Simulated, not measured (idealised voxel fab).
process module | voxel released beams
cross-section cut | 210 nm wide | cells 5 nm
A cross-section is a grid of square cells, given in bands from the top down. A band is one or more rows of cells.
Each band's line starts with the height of the band's top and of its bottom, in nm. Then come its materials from left to right, each with its width in nm. One material with "throughout" fills the band from edge to edge. "air" is empty space.
Height 0 is the level under which the wafer as received is all one material. The lowest band goes on downwards, as in "0 down".
A width such as "30 to 40" changes by the same amount from each row of cells to the next, from the band's top row to its bottom row.
"no change" after a step means that no cell of the cross-section changed.
closed voids: empty space of 8 cells or more with no open way to the top, each as width x height at its distance from the left edge, in nm
after a step's settings: what the simulator itself notes on the step
overlay nm, on a step with a mask: how far to the right of its planned place the mask lay; to the left if negative
plan
1 op RECEIVE | material Si
2 op CONFORMAL_DEP | material Al2O3 | thk nm 10
3 op DIRECTIONAL_DEP | material SiO2 | thk nm 10
4 op PATTERN | tone open | mask id ANCHOR | material resist | width nm 25 | thk nm 15 | overlay nm 0
5 op DIRECTIONAL_ETCH | etch materials SiO2 | depth nm 10
6 op STRIP | etch materials resist
7 op CONFORMAL_DEP | material SiN | thk nm 15
8 op PATTERN | tone cover | mask id BEAM | material resist | width nm 105 | thk nm 15 | overlay nm 0
9 op DIRECTIONAL_ETCH | etch materials SiN | depth nm 15
10 op STRIP | etch materials resist
11 op STRIP | etch materials SiO2
varied across the wafers: width nm of step 4. The plan shows the first wafer's value. All wafers start alike
first wafer as received, after step 1
  0 down: Si throughout
  closed voids: none
each wafer at the end: cells of each material gained (+) or lost (-) since it was received, then its closed voids
width nm 25 | +84 Al2O3 | +73 SiN | closed voids: none
width nm 30 | +84 Al2O3 | +75 SiN | closed voids: none
width nm 35 | +84 Al2O3 | +75 SiN | closed voids: none
width nm 40 | +84 Al2O3 | +75 SiN | closed voids: none
width nm 45 | +84 Al2O3 | +75 SiN | closed voids: none
width nm 50 | +84 Al2O3 | +75 SiN | closed voids: none
